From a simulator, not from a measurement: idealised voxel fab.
Title: Process Module voxel wiring stack
Cross-sectional view cut (width: 180 nm; square cell size: 5 nm).
Throughout this document, each cross-section is represented as a grid of square cells and is presented as a sequence of bands enumerated from the top downward, where a band comprises one or more rows of cells.
Top, bottom (nm), then materials left to right with widths (nm); lone material tagged "all across" fills the whole band edge to edge; "blank" = empty space.
We count height from 0. Below that, the starting wafer is all one material. The lowest band never ends at the bottom but goes on down; see "top 0, no bottom" for how that is written.
A two-number width, for instance "30 to 40", indicates that the width is equal to the first number in the top row of the band and to the second number in the bottom row, and that it changes by a constant amount per row of cells.
The cross-section has no changed cell in any step marked "nothing got changed".
"Closed cavities" contains a list of empty spaces, each no smaller than 8 cells and without an open way to the top, written in the form width x height at distance with the distance from the left edge and all three in nm.
If you see something after the settings on a step's line, that's the simulator's own remark about that step.
On any step carrying a mask, the "overlay nm" setting, if present on the step's line, tells how far right of its planned place the mask lay; negative values point to the left.
Process steps - plan:
1: RECEIVE | material Si
2: CONFORMAL_DEP | material SiO2 | thk nm 10
3: CONFORMAL_DEP | material SiN | thk nm 5
4: DIRECTIONAL_DEP | material SiO2 | thk nm 25
5: PATTERN | tone open | mask id METAL_1 | material resist | width nm 30 | pitch nm 60 | thk nm 20 | overlay nm 0
6: DIRECTIONAL_ETCH | etch materials SiO2 | depth nm 25
7: DIRECTIONAL_ETCH | etch materials SiN | depth nm 5
8: STRIP | etch materials resist
9: CONFORMAL_DEP | material TiN | thk nm 5
10: FILL_DEP | material W | thk nm 5
11: CMP | height nm 40
12: CONFORMAL_DEP | material SiCN | thk nm 5
13: DIRECTIONAL_DEP | material SiO2 | thk nm 10
14: MASKED_ETCH | tone open | mask id PLUG_1 | width nm 15 | etch materials SiO2 | depth nm 10 | overlay nm 0
15: MASKED_ETCH | tone open | mask id PLUG_1 | width nm 15 | etch materials SiCN | depth nm 5 | overlay nm 0
16: CONFORMAL_DEP | material TiN | thk nm 5
17: FILL_DEP | material Cu | thk nm 5
18: CMP | height nm 55
19: DIRECTIONAL_DEP | material TiN | thk nm 5
20: DIRECTIONAL_DEP | material Ru | thk nm 25
21: PATTERN | tone cover | mask id METAL_2 | material resist | width nm 30 | pitch nm 60 | thk nm 15 | overlay nm 0
22: DIRECTIONAL_ETCH | etch materials Ru | depth nm 25
23: DIRECTIONAL_ETCH | etch materials TiN | depth nm 5
24: STRIP | etch materials resist
25: CONFORMAL_DEP | material SiCN | thk nm 5
26: FILL_DEP | material SiO2 | thk nm 10
27: CMP | height nm 85
28: CONFORMAL_DEP | material SiCN | thk nm 5
29: DIRECTIONAL_DEP | material SiO2 | thk nm 30
30: DIRECTIONAL_DEP | material aC | thk nm 10
31: PATTERN | tone open | mask id METAL_3_HOLES | material resist | width nm 15 | pitch nm 60 | thk nm 30 | overlay nm 0
32: DIRECTIONAL_ETCH | etch materials aC | depth nm 10
33: STRIP | etch materials resist
34: DIRECTIONAL_ETCH | etch materials SiO2 | depth nm 30
35: STRIP | etch materials aC
36: PATTERN | tone open | mask id METAL_3 | material resist | width nm 30 | pitch nm 60 | thk nm 15 | overlay nm 0
37: DIRECTIONAL_ETCH | etch materials SiO2 | depth nm 20
38: DIRECTIONAL_ETCH | etch materials SiCN | depth nm 5
39: STRIP | etch materials resist
40: CONFORMAL_DEP | material TiN | thk nm 5
41: FILL_DEP | material Cu | thk nm 10
42: CMP | height nm 120
43: CONFORMAL_DEP | material SiN | thk nm 5
The first wafer of two, processed as planned:
Here's what the wafer looked like in cross-section when it arrived - that's after step 1:
  top 0, no bottom = Si all across
  Closed cavities: none
Cross-sectional representation of the wafer at the conclusion of step 2:
  top 10, bottom 0 = SiO2 all across
  below 0: unchanged
Cross-sectional representation of the wafer at the conclusion of step 3:
  top 15, bottom 10 = SiN all across
  below 10: unchanged
Cross-sectional representation of the wafer at the conclusion of step 4:
  top 40, bottom 15 = SiO2 all across
  below 15: unchanged
Cross-sectional representation of the wafer at the conclusion of step 5:
  top 60, bottom 40 = 45 resist, 30 blank, 30 resist, 30 blank, 45 resist
  below 40: unchanged
Cross-sectional representation of the wafer at the conclusion of step 6:
  top 60, bottom 40 = 45 resist, 30 blank, 30 resist, 30 blank, 45 resist
  top 40, bottom 15 = 45 SiO2, 30 blank, 30 SiO2, 30 blank, 45 SiO2
  below 15: unchanged
Cross-sectional representation of the wafer at the conclusion of step 7:
  top 60, bottom 40 = 45 resist, 30 blank, 30 resist, 30 blank, 45 resist
  top 40, bottom 15 = 45 SiO2, 30 blank, 30 SiO2, 30 blank, 45 SiO2
  top 15, bottom 10 = 45 SiN, 30 blank, 30 SiN, 30 blank, 45 SiN
  below 10: unchanged
Cross-sectional representation of the wafer at the conclusion of step 8:
  top 40, bottom 15 = 45 SiO2, 30 blank, 30 SiO2, 30 blank, 45 SiO2
  below 15: unchanged
Cross-sectional representation of the wafer at the conclusion of step 9:
  top 45, bottom 40 = 50 TiN, 20 blank, 40 TiN, 20 blank, 50 TiN
  top 40, bottom 15 = 45 SiO2, 5 TiN, 20 blank, 5 TiN, 30 SiO2, 5 TiN, 20 blank, 5 TiN, 45 SiO2
  top 15, bottom 10 = 45 SiN, 30 TiN, 30 SiN, 30 TiN, 45 SiN
  below 10: unchanged
Cross-sectional representation of the wafer at the conclusion of step 10:
  top 50, bottom 45 = W all across
  top 45, bottom 40 = 50 TiN, 20 W, 40 TiN, 20 W, 50 TiN
  top 40, bottom 15 = 45 SiO2, 5 TiN, 20 W, 5 TiN, 30 SiO2, 5 TiN, 20 W, 5 TiN, 45 SiO2
  below 15: unchanged
Cross-sectional representation of the wafer at the conclusion of step 11:
  top 40, bottom 15 = 45 SiO2, 5 TiN, 20 W, 5 TiN, 30 SiO2, 5 TiN, 20 W, 5 TiN, 45 SiO2
  below 15: unchanged
Cross-sectional representation of the wafer at the conclusion of step 12:
  top 45, bottom 40 = SiCN all across
  below 40: unchanged
Cross-sectional representation of the wafer at the conclusion of step 13:
  top 55, bottom 45 = SiO2 all across
  below 45: unchanged
Cross-sectional representation of the wafer at the conclusion of step 14:
  top 55, bottom 45 = 45 SiO2, 15 blank, 120 SiO2
  below 45: unchanged
Cross-sectional representation of the wafer at the conclusion of step 15:
  top 55, bottom 45 = 45 SiO2, 15 blank, 120 SiO2
  top 45, bottom 40 = 45 SiCN, 15 blank, 120 SiCN
  below 40: unchanged
Cross-sectional representation of the wafer at the conclusion of step 16:
  top 60, bottom 55 = 50 TiN, 5 blank, 125 TiN
  top 55, bottom 45 = 45 SiO2, 5 TiN, 5 blank, 5 TiN, 120 SiO2
  top 45, bottom 40 = 45 SiCN, 15 TiN, 120 SiCN
  below 40: unchanged
Cross-sectional representation of the wafer at the conclusion of step 17:
  top 65, bottom 60 = Cu all across
  top 60, bottom 55 = 50 TiN, 5 Cu, 125 TiN
  top 55, bottom 45 = 45 SiO2, 5 TiN, 5 Cu, 5 TiN, 120 SiO2
  below 45: unchanged
Cross-sectional representation of the wafer at the conclusion of step 18:
  top 55, bottom 45 = 45 SiO2, 5 TiN, 5 Cu, 5 TiN, 120 SiO2
  below 45: unchanged
Cross-sectional representation of the wafer at the conclusion of step 19:
  top 60, bottom 55 = TiN all across
  below 55: unchanged
Cross-sectional representation of the wafer at the conclusion of step 20:
  top 85, bottom 60 = Ru all across
  below 60: unchanged
Cross-sectional representation of the wafer at the conclusion of step 21:
  top 100, bottom 85 = 45 blank, 30 resist, 30 blank, 30 resist, 45 blank
  below 85: unchanged
Cross-sectional representation of the wafer at the conclusion of step 22:
  top 100, bottom 85 = 45 blank, 30 resist, 30 blank, 30 resist, 45 blank
  top 85, bottom 60 = 45 blank, 30 Ru, 30 blank, 30 Ru, 45 blank
  below 60: unchanged
Cross-sectional representation of the wafer at the conclusion of step 23:
  top 100, bottom 85 = 45 blank, 30 resist, 30 blank, 30 resist, 45 blank
  top 85, bottom 60 = 45 blank, 30 Ru, 30 blank, 30 Ru, 45 blank
  top 60, bottom 55 = 45 blank, 30 TiN, 30 blank, 30 TiN, 45 blank
  below 55: unchanged
Cross-sectional representation of the wafer at the conclusion of step 24:
  top 85, bottom 60 = 45 blank, 30 Ru, 30 blank, 30 Ru, 45 blank
  below 60: unchanged
Cross-sectional representation of the wafer at the conclusion of step 25:
  top 90, bottom 85 = 40 blank, 40 SiCN, 20 blank, 40 SiCN, 40 blank
  top 85, bottom 60 = 40 blank, 5 SiCN, 30 Ru, 5 SiCN, 20 blank, 5 SiCN, 30 Ru, 5 SiCN, 40 blank
  top 60, bottom 55 = 45 SiCN, 30 TiN, 30 SiCN, 30 TiN, 45 SiCN
  below 55: unchanged
Cross-sectional representation of the wafer at the conclusion of step 26:
  top 100, bottom 90 = SiO2 all across
  top 90, bottom 85 = 40 SiO2, 40 SiCN, 20 SiO2, 40 SiCN, 40 SiO2
  top 85, bottom 60 = 40 SiO2, 5 SiCN, 30 Ru, 5 SiCN, 20 SiO2, 5 SiCN, 30 Ru, 5 SiCN, 40 SiO2
  below 60: unchanged
Cross-sectional representation of the wafer at the conclusion of step 27:
  top 85, bottom 60 = 40 SiO2, 5 SiCN, 30 Ru, 5 SiCN, 20 SiO2, 5 SiCN, 30 Ru, 5 SiCN, 40 SiO2
  below 60: unchanged
Cross-sectional representation of the wafer at the conclusion of step 28:
  top 90, bottom 85 = SiCN all across
  below 85: unchanged
Cross-sectional representation of the wafer at the conclusion of step 29:
  top 120, bottom 90 = SiO2 all across
  below 90: unchanged
Cross-sectional representation of the wafer at the conclusion of step 30:
  top 130, bottom 120 = aC all across
  below 120: unchanged
Cross-sectional representation of the wafer at the conclusion of step 31:
  top 160, bottom 130 = 45 resist, 15 blank, 45 resist, 15 blank, 60 resist
  below 130: unchanged
Cross-sectional representation of the wafer at the conclusion of step 32:
  top 150, bottom 130 = 45 resist, 15 blank, 45 resist, 15 blank, 60 resist
  top 130, bottom 120 = 45 aC, 15 blank, 45 aC, 15 blank, 60 aC
  below 120: unchanged
Cross-sectional representation of the wafer at the conclusion of step 33:
  top 130, bottom 120 = 45 aC, 15 blank, 45 aC, 15 blank, 60 aC
  below 120: unchanged
Cross-sectional representation of the wafer at the conclusion of step 34:
  top 130, bottom 120 = 45 aC, 15 blank, 45 aC, 15 blank, 60 aC
  top 120, bottom 90 = 45 SiO2, 15 blank, 45 SiO2, 15 blank, 60 SiO2
  below 90: unchanged
Cross-sectional representation of the wafer at the conclusion of step 35:
  top 120, bottom 90 = 45 SiO2, 15 blank, 45 SiO2, 15 blank, 60 SiO2
  below 90: unchanged
Cross-sectional representation of the wafer at the conclusion of step 36:
  top 135, bottom 120 = 45 resist, 30 blank, 30 resist, 30 blank, 45 resist
  below 120: unchanged
Cross-sectional representation of the wafer at the conclusion of step 37:
  top 135, bottom 120 = 45 resist, 30 blank, 30 resist, 30 blank, 45 resist
  top 120, bottom 100 = 45 SiO2, 30 blank, 30 SiO2, 30 blank, 45 SiO2
  below 100: unchanged
Cross-sectional representation of the wafer at the conclusion of step 38:
  top 135, bottom 120 = 45 resist, 30 blank, 30 resist, 30 blank, 45 resist
  top 120, bottom 100 = 45 SiO2, 30 blank, 30 SiO2, 30 blank, 45 SiO2
  top 100, bottom 90 = 45 SiO2, 15 blank, 45 SiO2, 15 blank, 60 SiO2
  top 90, bottom 85 = 45 SiCN, 15 blank, 45 SiCN, 15 blank, 60 SiCN
  below 85: unchanged
Cross-sectional representation of the wafer at the conclusion of step 39:
  top 120, bottom 100 = 45 SiO2, 30 blank, 30 SiO2, 30 blank, 45 SiO2
  below 100: unchanged
Cross-sectional representation of the wafer at the conclusion of step 40:
  top 125, bottom 120 = 50 TiN, 20 blank, 40 TiN, 20 blank, 50 TiN
  top 120, bottom 105 = 45 SiO2, 5 TiN, 20 blank, 5 TiN, 30 SiO2, 5 TiN, 20 blank, 5 TiN, 45 SiO2
  top 105, bottom 100 = 45 SiO2, 5 TiN, 5 blank, 20 TiN, 30 SiO2, 5 TiN, 5 blank, 20 TiN, 45 SiO2
  top 100, bottom 90 = 45 SiO2, 5 TiN, 5 blank, 5 TiN, 45 SiO2, 5 TiN, 5 blank, 5 TiN, 60 SiO2
  top 90, bottom 85 = 45 SiCN, 15 TiN, 45 SiCN, 15 TiN, 60 SiCN
  below 85: unchanged
Cross-sectional representation of the wafer at the conclusion of step 41:
  top 135, bottom 125 = Cu all across
  top 125, bottom 120 = 50 TiN, 20 Cu, 40 TiN, 20 Cu, 50 TiN
  top 120, bottom 105 = 45 SiO2, 5 TiN, 20 Cu, 5 TiN, 30 SiO2, 5 TiN, 20 Cu, 5 TiN, 45 SiO2
  top 105, bottom 100 = 45 SiO2, 5 TiN, 5 Cu, 20 TiN, 30 SiO2, 5 TiN, 5 Cu, 20 TiN, 45 SiO2
  top 100, bottom 90 = 45 SiO2, 5 TiN, 5 Cu, 5 TiN, 45 SiO2, 5 TiN, 5 Cu, 5 TiN, 60 SiO2
  below 90: unchanged
Cross-sectional representation of the wafer at the conclusion of step 42:
  top 120, bottom 105 = 45 SiO2, 5 TiN, 20 Cu, 5 TiN, 30 SiO2, 5 TiN, 20 Cu, 5 TiN, 45 SiO2
  below 105: unchanged
Cross-sectional representation of the wafer at the conclusion of step 43:
  top 125, bottom 120 = SiN all across
  below 120: unchanged
Second wafer - shared start and plan with the first - one error in running - same as the first up to step 41 inclusive:
Cross-section: second wafer, time at which step 42 was scheduled to end: nothing got changed
Cross-section: second wafer, time at which step 43 was scheduled to end:
  top 140, bottom 135 = SiN all across
  below 135: unchanged
Error vs. plan: step 42 of the plan was excluded from execution and never run
FYI, end of process, the second wafer has more or fewer cells of some materials than the first: 80 more of Cu | 28 more of TiN
